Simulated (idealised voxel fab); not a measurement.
Process module under the name voxel trench capacitor
The cross-section shown here is cut; it is 260 nm wide and divided into square cells measuring 5 nm on a side.
When this document writes out a cross-section, it uses a grid of square cells and lists it as bands, beginning at the top and moving down, with a band standing for one or more rows of cells.
Heads up on the band format: heights come first, top then bottom, in nm. After that it's the materials left to right, each with its width in nm. A single material flagged "throughout" fills the whole band edge to edge, and "blank" means there's empty space there.
Zero point of the height axis is 0; under it, received wafer = one material. Lowest band: continues down indefinitely, "0 nm and below".
The notation "30..40" denotes a width that varies across the rows of cells in the band, beginning at the first number in the top row, finishing at the second number in the bottom row, and changing by an identical amount from each row to the next.
The designation "all unchanged", where it is given for a processing step, indicates that no cell of the cross-section was altered in the course of that step.
What "Internal closed voids" gives you is every empty space of 8 cells or more that is cut off from the top. Each appears as width x height at distance, with the distance taken from the left edge and width, height and distance all in nm.
The remark found on a step's line after its settings is issued by the simulator itself and pertains to that step.
overlay nm: where the mask lay relative to plan, measured to the right, on steps with a mask; negatives go left.

-- This section lists the process steps that were planned
1) RECEIVE: material Si
2) CONFORMAL_DEP: material SiN, thk nm 5
3) DIRECTIONAL_DEP: material aC, thk nm 15
4) PATTERN: tone open, mask id TRENCH, material resist, width nm 15, pitch nm 40, thk nm 35, overlay nm 0
5) DIRECTIONAL_ETCH: etch materials aC, depth nm 15
6) STRIP: etch materials resist
7) DIRECTIONAL_ETCH: etch materials SiN, depth nm 5
8) DIRECTIONAL_ETCH: etch materials Si, depth nm 40
9) STRIP: etch materials aC
10) CONFORMAL_DEP: material Al2O3, thk nm 5
11) FILL_DEP: material polySi, thk nm 5
12) CMP: height nm 5

-- First wafer, two in total, run as planned

-- Cross-section, incoming material, after step 1
	0 nm and below = Si throughout
	Internal closed voids: none

-- Wafer xsec, post step 2
	5 nm to 0 nm = SiN throughout
	Everything below 0 is unchanged.

-- Wafer xsec, post step 3
	20 nm to 5 nm = aC throughout
	Everything below 5 is unchanged.

-- Wafer xsec, post step 4
	55 nm to 20 nm = resist 80 nm; blank 15 nm; resist 25 nm; blank 15 nm; resist 25 nm; blank 15 nm; resist 85 nm
	Everything below 20 is unchanged.

-- Wafer xsec, post step 5
	40 nm to 20 nm = resist 80 nm; blank 15 nm; resist 25 nm; blank 15 nm; resist 25 nm; blank 15 nm; resist 85 nm
	20 nm to 5 nm = aC 80 nm; blank 15 nm; aC 25 nm; blank 15 nm; aC 25 nm; blank 15 nm; aC 85 nm
	Everything below 5 is unchanged.

-- Wafer xsec, post step 6
	20 nm to 5 nm = aC 80 nm; blank 15 nm; aC 25 nm; blank 15 nm; aC 25 nm; blank 15 nm; aC 85 nm
	Everything below 5 is unchanged.

-- Wafer xsec, post step 7
	20 nm to 5 nm = aC 80 nm; blank 15 nm; aC 25 nm; blank 15 nm; aC 25 nm; blank 15 nm; aC 85 nm
	5 nm to 0 nm = SiN 80 nm; blank 15 nm; SiN 25 nm; blank 15 nm; SiN 25 nm; blank 15 nm; SiN 85 nm
	Everything below 0 is unchanged.

-- Wafer xsec, post step 8
	20 nm to 5 nm = aC 80 nm; blank 15 nm; aC 25 nm; blank 15 nm; aC 25 nm; blank 15 nm; aC 85 nm
	5 nm to 0 nm = SiN 80 nm; blank 15 nm; SiN 25 nm; blank 15 nm; SiN 25 nm; blank 15 nm; SiN 85 nm
	0 nm to -40 nm = Si 80 nm; blank 15 nm; Si 25 nm; blank 15 nm; Si 25 nm; blank 15 nm; Si 85 nm
	Everything below -40 is unchanged.

-- Wafer xsec, post step 9
	5 nm to 0 nm = SiN 80 nm; blank 15 nm; SiN 25 nm; blank 15 nm; SiN 25 nm; blank 15 nm; SiN 85 nm
	Everything below 0 is unchanged.

-- Wafer xsec, post step 10
	10 nm to 5 nm = Al2O3 85 nm; blank 5 nm; Al2O3 35 nm; blank 5 nm; Al2O3 35 nm; blank 5 nm; Al2O3 90 nm
	5 nm to 0 nm = SiN 80 nm; Al2O3 5 nm; blank 5 nm; Al2O3 5 nm; SiN 25 nm; Al2O3 5 nm; blank 5 nm; Al2O3 5 nm; SiN 25 nm; Al2O3 5 nm; blank 5 nm; Al2O3 5 nm; SiN 85 nm
	0 nm to -35 nm = Si 80 nm; Al2O3 5 nm; blank 5 nm; Al2O3 5 nm; Si 25 nm; Al2O3 5 nm; blank 5 nm; Al2O3 5 nm; Si 25 nm; Al2O3 5 nm; blank 5 nm; Al2O3 5 nm; Si 85 nm
	-35 nm to -40 nm = Si 80 nm; Al2O3 15 nm; Si 25 nm; Al2O3 15 nm; Si 25 nm; Al2O3 15 nm; Si 85 nm
	Everything below -40 is unchanged.

-- Wafer xsec, post step 11
	15 nm to 10 nm = polySi throughout
	10 nm to 5 nm = Al2O3 85 nm; polySi 5 nm; Al2O3 35 nm; polySi 5 nm; Al2O3 35 nm; polySi 5 nm; Al2O3 90 nm
	5 nm to 0 nm = SiN 80 nm; Al2O3 5 nm; polySi 5 nm; Al2O3 5 nm; SiN 25 nm; Al2O3 5 nm; polySi 5 nm; Al2O3 5 nm; SiN 25 nm; Al2O3 5 nm; polySi 5 nm; Al2O3 5 nm; SiN 85 nm
	0 nm to -35 nm = Si 80 nm; Al2O3 5 nm; polySi 5 nm; Al2O3 5 nm; Si 25 nm; Al2O3 5 nm; polySi 5 nm; Al2O3 5 nm; Si 25 nm; Al2O3 5 nm; polySi 5 nm; Al2O3 5 nm; Si 85 nm
	Everything below -35 is unchanged.

-- Wafer xsec, post step 12
	5 nm to 0 nm = SiN 80 nm; Al2O3 5 nm; polySi 5 nm; Al2O3 5 nm; SiN 25 nm; Al2O3 5 nm; polySi 5 nm; Al2O3 5 nm; SiN 25 nm; Al2O3 5 nm; polySi 5 nm; Al2O3 5 nm; SiN 85 nm
	Everything below 0 is unchanged.

-- Second wafer, same starting conditions and recipe as the first, one mistake in executing it, nothing differs from the first up to and including step 7

-- Second wafer at the planned finish of step 8, seen in cross-section
	20 nm to 5 nm = aC 80 nm; blank 15 nm; aC 25 nm; blank 15 nm; aC 25 nm; blank 15 nm; aC 85 nm
	5 nm to 0 nm = SiN 80 nm; blank 15 nm; SiN 25 nm; blank 15 nm; SiN 25 nm; blank 15 nm; SiN 85 nm
	0 nm to -80 nm = Si 80 nm; blank 15 nm; Si 25 nm; blank 15 nm; Si 25 nm; blank 15 nm; Si 85 nm
	Everything below -80 is unchanged.

-- Second wafer at the planned finish of step 9, seen in cross-section
	5 nm to 0 nm = SiN 80 nm; blank 15 nm; SiN 25 nm; blank 15 nm; SiN 25 nm; blank 15 nm; SiN 85 nm
	Everything below 0 is unchanged.

-- Second wafer at the planned finish of step 10, seen in cross-section
	10 nm to 5 nm = Al2O3 85 nm; blank 5 nm; Al2O3 35 nm; blank 5 nm; Al2O3 35 nm; blank 5 nm; Al2O3 90 nm
	5 nm to 0 nm = SiN 80 nm; Al2O3 5 nm; blank 5 nm; Al2O3 5 nm; SiN 25 nm; Al2O3 5 nm; blank 5 nm; Al2O3 5 nm; SiN 25 nm; Al2O3 5 nm; blank 5 nm; Al2O3 5 nm; SiN 85 nm
	0 nm to -75 nm = Si 80 nm; Al2O3 5 nm; blank 5 nm; Al2O3 5 nm; Si 25 nm; Al2O3 5 nm; blank 5 nm; Al2O3 5 nm; Si 25 nm; Al2O3 5 nm; blank 5 nm; Al2O3 5 nm; Si 85 nm
	-75 nm to -80 nm = Si 80 nm; Al2O3 15 nm; Si 25 nm; Al2O3 15 nm; Si 25 nm; Al2O3 15 nm; Si 85 nm
	Everything below -80 is unchanged.

-- Second wafer at the planned finish of step 11, seen in cross-section
	15 nm to 10 nm = polySi throughout
	10 nm to 5 nm = Al2O3 85 nm; polySi 5 nm; Al2O3 35 nm; polySi 5 nm; Al2O3 35 nm; polySi 5 nm; Al2O3 90 nm
	5 nm to 0 nm = SiN 80 nm; Al2O3 5 nm; polySi 5 nm; Al2O3 5 nm; SiN 25 nm; Al2O3 5 nm; polySi 5 nm; Al2O3 5 nm; SiN 25 nm; Al2O3 5 nm; polySi 5 nm; Al2O3 5 nm; SiN 85 nm
	0 nm to -75 nm = Si 80 nm; Al2O3 5 nm; polySi 5 nm; Al2O3 5 nm; Si 25 nm; Al2O3 5 nm; polySi 5 nm; Al2O3 5 nm; Si 25 nm; Al2O3 5 nm; polySi 5 nm; Al2O3 5 nm; Si 85 nm
	Everything below -75 is unchanged.

-- Second wafer at the planned finish of step 12, seen in cross-section
	5 nm to 0 nm = SiN 80 nm; Al2O3 5 nm; polySi 5 nm; Al2O3 5 nm; SiN 25 nm; Al2O3 5 nm; polySi 5 nm; Al2O3 5 nm; SiN 25 nm; Al2O3 5 nm; polySi 5 nm; Al2O3 5 nm; SiN 85 nm
	Everything below 0 is unchanged.
It is concluded that the wafer was processed incorrectly with respect to the plan, in that step 8 of the plan saw execution twice
Once processing is complete, comparing cell counts shows that the second wafer has more or fewer of certain materials than the first: 48 more of Al2O3, 72 fewer of Si, 24 more of polySi
